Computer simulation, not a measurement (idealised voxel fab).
Presented below is a process module, voxel ribs on slabs.
It is cross-section cut that appears here, measuring 220 nm in width, its square cells being 5 nm in size.
If you're reading a cross-section in this doc, picture square cells in a grid; it comes to you as bands, top ones listed first down to the bottom, and a band can be one or more rows of cells. Top, bottom (nm), then materials left to right with widths (nm); lone material tagged "full width" fills the whole band edge to edge; "blank" = empty space. A quick word on heights: they are counted from 0, and under that level the wafer as it came to us is one material throughout. The lowest band is different from the rest in having no bottom; it simply continues downward, written as in "0 and below". A width such as "30..40" changes by the same amount from each row of cells to the next, from the band's top row to its bottom row. "remained the same" after a step means that no cell of the cross-section changed. So "Enclosed cavity list" is basically the list of trapped voids: any empty space of 8 cells or more that can't reach the top through an opening. They're written width x height at distance, the distance being from the left edge, and it's all nm. The remark found on a step's line after its settings is issued by the simulator itself and pertains to that step. "overlay nm" denotes, for a step that has a mask, the displacement of the mask to the right of its planned place, with negative values corresponding to the left.
These are the steps we planned for the process
- 1: RECEIVE with material Si
- 2: DIRECTIONAL_DEP with material SiO2, thk nm 20
- 3: DIRECTIONAL_DEP with material SiN, thk nm 25
- 4: DIRECTIONAL_DEP with material aC, thk nm 15
- 5: PATTERN with tone cover, mask id RIB, material resist, width nm 15, thk nm 30, overlay nm 0
- 6: DIRECTIONAL_ETCH with etch materials aC, depth nm 15
- 7: STRIP with etch materials resist
- 8: DIRECTIONAL_ETCH with etch materials SiN, depth nm 20
- 9: STRIP with etch materials aC
- 10: DIRECTIONAL_DEP with material aC, thk nm 10
- 11: PATTERN with tone cover, mask id SLAB, material resist, width nm 45, thk nm 30, overlay nm 0
- 12: DIRECTIONAL_ETCH with etch materials aC, depth nm 10
- 13: STRIP with etch materials resist
- 14: DIRECTIONAL_ETCH with etch materials SiN, depth nm 5
- 15: STRIP with etch materials aC
- 16: FILL_DEP with material SiO2, thk nm 25
- 17: CMP with height nm 60
- 18: DIRECTIONAL_DEP with material TiN, thk nm 5
- 19: MASKED_ETCH with tone cover, mask id HEATER, width nm 25, etch materials TiN, depth nm 5, overlay nm 0
- 20: CONFORMAL_DEP with material SiO2, thk nm 10
Wafer at receipt (post step 1), cross-section
* 0 and below  Si full width
* Enclosed cavity list: none
Cross-sectional image of the first of two wafers at the end of the module, the run having proceeded as planned
* 75 down to 70  85 nm blank / 45 nm SiO2 / 90 nm blank
* 70 down to 65  SiO2 full width
* 65 down to 60  95 nm SiO2 / 25 nm TiN / 100 nm SiO2
* 60 down to 45  SiO2 full width
* 45 down to 25  100 nm SiO2 / 15 nm SiN / 105 nm SiO2
* 25 down to 20  85 nm SiO2 / 45 nm SiN / 90 nm SiO2
* 20 down to 0  SiO2 full width
* 0 and below  Si full width
* Enclosed cavity list: none
Now the second wafer, cross-sectioned at the end of the module. Nothing different at the start, nothing different in the plan compared with the first, just one mistake when it was actually run
* 80 down to 75  85 nm blank / 45 nm SiO2 / 90 nm blank
* 75 down to 70  SiO2 full width
* 70 down to 65  95 nm SiO2 / 25 nm TiN / 100 nm SiO2
* 65 down to 45  SiO2 full width
* 45 down to 25  100 nm SiO2 / 15 nm SiN / 105 nm SiO2
* 25 down to 20  85 nm SiO2 / 45 nm SiN / 90 nm SiO2
* 20 down to 0  SiO2 full width
* 0 and below  Si full width
* Enclosed cavity list: none
It is concluded that the wafer was processed incorrectly with respect to the plan, in that step 17 ran with different settings than intended, the actual operation and settings being CMP with height nm 65
Counted in cells at the end, the second wafer holds more or fewer of these materials than the first: SiO2 +44
